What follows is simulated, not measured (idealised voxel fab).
process module | voxel trench capacitor
cross-section cut | 175 nm wide | cells 5 nm
A cross-section is a grid of square cells, given in bands from the top down. A band is one or more rows of cells.
Each band's line starts with the height of the band's top and of its bottom, in nm. Then come its materials from left to right, each with its width in nm. One material with "throughout" fills the band from edge to edge. "air" is empty space.
Height 0 is the level under which the wafer as received is all one material. The lowest band goes on downwards, as in "0 down".
A width such as "30 to 40" changes by the same amount from each row of cells to the next, from the band's top row to its bottom row.
"no change" after a step means that no cell of the cross-section changed.
closed voids: empty space of 8 cells or more with no open way to the top, each as width x height at its distance from the left edge, in nm
after a step's settings: what the simulator itself notes on the step
overlay nm, on a step with a mask: how far to the right of its planned place the mask lay; to the left if negative
plan
1 op RECEIVE | material Si
2 op CONFORMAL_DEP | material SiN | thk nm 10
3 op PATTERN | tone open | mask id TRENCH | material resist | width nm 25 | pitch nm 45 | thk nm 15 | overlay nm 0
4 op DIRECTIONAL_ETCH | etch materials SiN | depth nm 10
5 op DIRECTIONAL_ETCH | etch materials Si | depth nm 40
6 op STRIP | etch materials resist
7 op CONFORMAL_DEP | material HfO2 | thk nm 5
8 op CONFORMAL_DEP | material TiN | thk nm 5
9 op FILL_DEP | material W | thk nm 5
10 op CMP | height nm 10
as received, after step 1
  0 down: Si throughout
  closed voids: none
first wafer at the end, as planned
  10 to 0: SiN 50 | HfO2 5 | TiN 5 | W 5 | TiN 5 | HfO2 5 | SiN 20 | HfO2 5 | TiN 5 | W 5 | TiN 5 | HfO2 5 | SiN 55
  0 to -30: Si 50 | HfO2 5 | TiN 5 | W 5 | TiN 5 | HfO2 5 | Si 20 | HfO2 5 | TiN 5 | W 5 | TiN 5 | HfO2 5 | Si 55
  -30 to -35: Si 50 | HfO2 5 | TiN 15 | HfO2 5 | Si 20 | HfO2 5 | TiN 15 | HfO2 5 | Si 55
  -35 to -40: Si 50 | HfO2 25 | Si 20 | HfO2 25 | Si 55
  -40 down: Si throughout
  closed voids: none
second wafer at the end: like start, like plan, one mistake
  10 to 0: SiN 50 | HfO2 5 | TiN 5 | W 5 | TiN 5 | HfO2 5 | SiN 20 | HfO2 5 | TiN 5 | W 5 | TiN 5 | HfO2 5 | SiN 55
  0 to -70: Si 50 | HfO2 5 | TiN 5 | W 5 | TiN 5 | HfO2 5 | Si 20 | HfO2 5 | TiN 5 | W 5 | TiN 5 | HfO2 5 | Si 55
  -70 to -75: Si 50 | HfO2 5 | TiN 15 | HfO2 5 | Si 20 | HfO2 5 | TiN 15 | HfO2 5 | Si 55
  -75 to -80: Si 50 | HfO2 25 | Si 20 | HfO2 25 | Si 55
  -80 down: Si throughout
  closed voids: none
what went wrong: step 5 was run twice
at the end the second wafer has, in cells: 32 more of HfO2 | 80 fewer of Si | 32 more of TiN | 16 more of W
